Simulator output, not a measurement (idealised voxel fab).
Herein follows the process module entitled voxel capacitor over wiring.
Shown is cross-section cut, with a width of 240 nm and square cells of size 5 nm.
A cross-section is written here as square cells arranged in a grid, and it is given in bands from the top down, each band taking up one or more rows of cells. The entry gives the band's vertical extent as a top height and a bottom height in nm, then its horizontal make-up as materials from left to right, each with a width in nm. "blank" stands for empty space; a single material marked "full width" fills the band edge to edge. For the purposes of this specification, 0 denotes the height below which the wafer in its as-received condition is composed wholly of one material, and the lowermost band, lacking a lower limit, extends downward without end, as expressed in "from 0 down". A width such as "30 to 40" changes by the same amount from each row of cells to the next, from the band's top row to its bottom row. You'll sometimes find "all unchanged" written for a step, and that's the way of saying that nowhere in the cross-section did a cell change during that step. What "Voids lacking openings" gives you is every empty space of 8 cells or more that is cut off from the top. Each appears as width x height at distance, with the distance taken from the left edge and width, height and distance all in nm. Post-settings text on a step line: simulator's own remark regarding the step. "overlay nm", when on a step's line for a step with a mask, measures how far to the right of its planned place the mask lay; a negative measure means to the left.

Process steps (planned)
1,RECEIVE: material Si
2,CONFORMAL_DEP: material SiO2, thk nm 10
3,CONFORMAL_DEP: material SiCN, thk nm 5
4,DIRECTIONAL_DEP: material lowk, thk nm 20
5,DIRECTIONAL_DEP: material aC, thk nm 10
6,PATTERN: tone open, mask id METAL_1, material resist, width nm 30, pitch nm 80, thk nm 30, overlay nm 0
7,DIRECTIONAL_ETCH: etch materials aC, depth nm 10
8,STRIP: etch materials resist
9,DIRECTIONAL_ETCH: etch materials lowk, depth nm 20
10,DIRECTIONAL_ETCH: etch materials SiCN, depth nm 5
11,STRIP: etch materials aC
12,CONFORMAL_DEP: material TiN, thk nm 5
13,FILL_DEP: material Cu, thk nm 5
14,CMP: height nm 35
15,EPI: material Ru, thk nm 5
16,FILL_DEP: material SiCN, thk nm 5
17,DIRECTIONAL_DEP: material SiO2, thk nm 20
18,DIRECTIONAL_DEP: material aC, thk nm 15
19,PATTERN: tone open, mask id PLUG_1, material resist, width nm 15, thk nm 35, overlay nm 0
20,DIRECTIONAL_ETCH: etch materials aC, depth nm 15
21,STRIP: etch materials resist
22,DIRECTIONAL_ETCH: etch materials SiO2, depth nm 20
23,DIRECTIONAL_ETCH: etch materials SiCN, depth nm 5
24,STRIP: etch materials aC
25,EPI: material Ru, thk nm 10
26,EPI: material Ru, thk nm 10
27,EPI: material Ru, thk nm 5
28,DIRECTIONAL_DEP: material TiN, thk nm 5
29,DIRECTIONAL_DEP: material SiN, thk nm 5
30,DIRECTIONAL_DEP: material TiN, thk nm 10
31,DIRECTIONAL_DEP: material aC, thk nm 15
32,PATTERN: tone cover, mask id UPPER_PLATE, material resist, width nm 55, thk nm 35, overlay nm 0
33,DIRECTIONAL_ETCH: etch materials aC, depth nm 15
34,STRIP: etch materials resist
35,DIRECTIONAL_ETCH: etch materials TiN, depth nm 10
36,DIRECTIONAL_ETCH: etch materials SiN, depth nm 5
37,STRIP: etch materials aC
38,MASKED_ETCH: tone cover, mask id LOWER_PLATE, width nm 65, etch materials TiN, depth nm 5, overlay nm 0
39,FILL_DEP: material SiO2, thk nm 15
40,CMP: height nm 95
41,MASKED_ETCH: tone open, mask id PLUG_2, width nm 15, etch materials SiO2, depth nm 10, overlay nm 0
42,CONFORMAL_DEP: material TiN, thk nm 5
43,FILL_DEP: material Ru, thk nm 5
44,CMP: height nm 95
45,CONFORMAL_DEP: material SiN, thk nm 5

Cross-section of the wafer at receipt, which is the condition after step 1
- from 0 down  Si full width
- Voids lacking openings: none

This is how the wafer looks in cross-section once the module is done, given the starting state and plan above and one mistake in carrying the plan out
- from 100 to 95  SiN full width
- from 95 to 90  Ru 85 nm, TiN 5 nm, SiO2 15 nm, TiN 5 nm, Ru 130 nm
- from 90 to 85  TiN 90 nm, SiO2 15 nm, TiN 135 nm
- from 85 to 75  SiO2 80 nm, TiN 55 nm, SiO2 105 nm
- from 75 to 70  SiO2 80 nm, SiN 55 nm, SiO2 105 nm
- from 70 to 65  SiO2 75 nm, TiN 65 nm, SiO2 100 nm
- from 65 to 45  SiO2 80 nm, Ru 15 nm, SiO2 145 nm
- from 45 to 40  SiCN 80 nm, Ru 15 nm, SiCN 145 nm
- from 40 to 35  SiCN 60 nm, Ru 40 nm, SiCN 40 nm, Ru 40 nm, SiCN 60 nm
- from 35 to 15  lowk 65 nm, TiN 5 nm, Cu 20 nm, TiN 5 nm, lowk 50 nm, TiN 5 nm, Cu 20 nm, TiN 5 nm, lowk 65 nm
- from 15 to 10  SiCN 65 nm, TiN 30 nm, SiCN 50 nm, TiN 30 nm, SiCN 65 nm
- from 10 to 0  SiO2 full width
- from 0 down  Si full width
- Voids lacking openings: none
Short version of what went wrong: step 41 ran with different settings than intended, the actual operation and settings being MASKED_ETCH: tone cover, mask id PLUG_2, width nm 15, etch materials SiO2, depth nm 10, overlay nm 0
